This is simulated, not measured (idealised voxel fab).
Name of the process module below: voxel lift off
In the cross-section labelled cut, the width is 210 nm and each square cell is 5 nm.
Cross-section layout: square cells on a grid; listed as bands, top to bottom; a band spans one or more cell rows. Read a band's entry like this: the first values are the height of its top and the height of its bottom in nm, and what follows is the sequence of materials from left to right, each with its width in nm. Note that "empty" is empty space, and that a single material marked "edge to edge" reaches across the band from edge to edge. Heights from 0 (as-received wafer is one material below). Bottom band endless downward, as "0 nm and below". Width: "30..40" (first number = top row, second number = bottom row, same change from row to row of cells). Key: "nothing was modified" - step with no changed cell in the cross-section. Empty spaces without an open route to the top, at least 8 cells in extent, make up the entry "Enclosed empty spaces"; each is given as width x height at distance, where the distance is measured from the left edge, and all are in nm. That trailing text on a step's line, after the settings, is the simulator's own remark on the step. The line of a step may include "overlay nm". On a step with a mask, this value is how far to the right of its planned place the mask lay. A negative value means the mask lay to the left.
**Listed below are the process steps as planned**
1 op RECEIVE | material Si
2 op CONFORMAL_DEP | material Al2O3 | thk nm 15
3 op PATTERN | tone open | mask id LINES | material resist | width nm 30 | pitch nm 50 | thk nm 30 | overlay nm 0
4 op DIRECTIONAL_DEP | material Ru | thk nm 15
5 op STRIP | etch materials resist
6 op CONFORMAL_DEP | material SiO2 | thk nm 10
**First out of two wafers; run went to plan**
**Wafer at receipt (post step 1), cross-section**
- 0 nm and below: Si edge to edge
- Enclosed empty spaces: none
**Wafer section view after processing step 2**
- 15 nm to 0 nm: Al2O3 edge to edge
- Heights below 0 show no change.
**Wafer section view after processing step 3**
- 45 nm to 15 nm: 40 resist | 30 empty | 20 resist | 30 empty | 20 resist | 30 empty | 40 resist
- Heights below 15 show no change.
**Wafer section view after processing step 4**
- 60 nm to 45 nm: 40 Ru | 30 empty | 20 Ru | 30 empty | 20 Ru | 30 empty | 40 Ru
- 45 nm to 30 nm: 40 resist | 30 empty | 20 resist | 30 empty | 20 resist | 30 empty | 40 resist
- 30 nm to 15 nm: 40 resist | 30 Ru | 20 resist | 30 Ru | 20 resist | 30 Ru | 40 resist
- Heights below 15 show no change.
**Wafer section view after processing step 5**
- 30 nm to 15 nm: 40 empty | 30 Ru | 20 empty | 30 Ru | 20 empty | 30 Ru | 40 empty
- Heights below 15 show no change.
**Wafer section view after processing step 6**
- 40 nm to 30 nm: 30 empty | 150 SiO2 | 30 empty
- 30 nm to 25 nm: 30 empty | 10 SiO2 | 30 Ru | 20 SiO2 | 30 Ru | 20 SiO2 | 30 Ru | 10 SiO2 | 30 empty
- 25 nm to 15 nm: 40 SiO2 | 30 Ru | 20 SiO2 | 30 Ru | 20 SiO2 | 30 Ru | 40 SiO2
- Heights below 15 show no change.
**For the second wafer, take the first wafer's start and plan, then add one mistake made in running it; everything through step 1, that step included, is shared with the first**
**What the second wafer looks like in cross-section when step 2 should have wrapped up**
- 5 nm to 0 nm: Al2O3 edge to edge
- Heights below 0 show no change.
**What the second wafer looks like in cross-section when step 3 should have wrapped up**
- 35 nm to 5 nm: 40 resist | 30 empty | 20 resist | 30 empty | 20 resist | 30 empty | 40 resist
- Heights below 5 show no change.
**What the second wafer looks like in cross-section when step 4 should have wrapped up**
- 50 nm to 35 nm: 40 Ru | 30 empty | 20 Ru | 30 empty | 20 Ru | 30 empty | 40 Ru
- 35 nm to 20 nm: 40 resist | 30 empty | 20 resist | 30 empty | 20 resist | 30 empty | 40 resist
- 20 nm to 5 nm: 40 resist | 30 Ru | 20 resist | 30 Ru | 20 resist | 30 Ru | 40 resist
- Heights below 5 show no change.
**What the second wafer looks like in cross-section when step 5 should have wrapped up**
- 20 nm to 5 nm: 40 empty | 30 Ru | 20 empty | 30 Ru | 20 empty | 30 Ru | 40 empty
- Heights below 5 show no change.
**What the second wafer looks like in cross-section when step 6 should have wrapped up**
- 30 nm to 20 nm: 30 empty | 150 SiO2 | 30 empty
- 20 nm to 15 nm: 30 empty | 10 SiO2 | 30 Ru | 20 SiO2 | 30 Ru | 20 SiO2 | 30 Ru | 10 SiO2 | 30 empty
- 15 nm to 5 nm: 40 SiO2 | 30 Ru | 20 SiO2 | 30 Ru | 20 SiO2 | 30 Ru | 40 SiO2
- Heights below 5 show no change.
In executing the process, a mistake was made relative to the plan: the process deviated at step 2: the operation and settings actually run there were op CONFORMAL_DEP | material Al2O3 | thk nm 5
The closing comparison, in cells, has the second wafer with more or fewer of some materials than the first: -84 Al2O3
